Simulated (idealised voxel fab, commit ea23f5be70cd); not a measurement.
process module | voxel double patterning
cross-section cut | 275 nm wide | cells 5 nm
A cross-section is a grid of square cells, given in bands from the top down. A band is one or more rows of cells.
Each band's line starts with the height of the band's top and of its bottom, in nm. Then come its materials from left to right, each with its width in nm. One material with "throughout" fills the band from edge to edge. "air" is empty space.
Height 0 is the level under which the wafer as received is all one material. The lowest band goes on downwards, as in "0 down".
A width such as "30 to 40" changes by the same amount from each row of cells to the next, from the band's top row to its bottom row.
"no change" after a step means that no cell of the cross-section changed.
closed voids: empty space of 8 cells or more with no open way to the top, each as width x height at its distance from the left edge, in nm
after a step's settings: what the simulator itself notes on the step
overlay nm, on a step with a mask: how far to the right of its planned place the mask lay; to the left if negative
plan
1 op RECEIVE | material Si
2 op CONFORMAL_DEP | material SiO2 | thk nm 10
3 op DIRECTIONAL_DEP | material W | thk nm 15
4 op DIRECTIONAL_DEP | material SiCN | thk nm 5
5 op PATTERN | tone open | mask id FIRST | material resist | width nm 15 | pitch nm 50 | thk nm 15 | overlay nm 0
6 op DIRECTIONAL_ETCH | etch materials SiCN | depth nm 5
7 op STRIP | etch materials resist
8 op PATTERN | tone open | mask id SECOND | material resist | width nm 15 | pitch nm 50 | thk nm 15 | overlay nm 0
9 op DIRECTIONAL_ETCH | etch materials SiCN | depth nm 5
10 op STRIP | etch materials resist
11 op DIRECTIONAL_ETCH | etch materials W | depth nm 15
12 op STRIP | etch materials SiCN
as received, after step 1
  0 down: Si throughout
  closed voids: none
a wafer at the end: this start, this plan, one mistake
  25 to 15: W 80 | air 15 | W 10 | air 15 | W 10 | air 15 | W 10 | air 15 | W 10 | air 15 | W 80
  15 to 10: W throughout
  10 to 0: SiO2 throughout
  0 down: Si throughout
  closed voids: none
what went wrong: step 11 ran as: op DIRECTIONAL_ETCH | etch materials W | depth nm 10
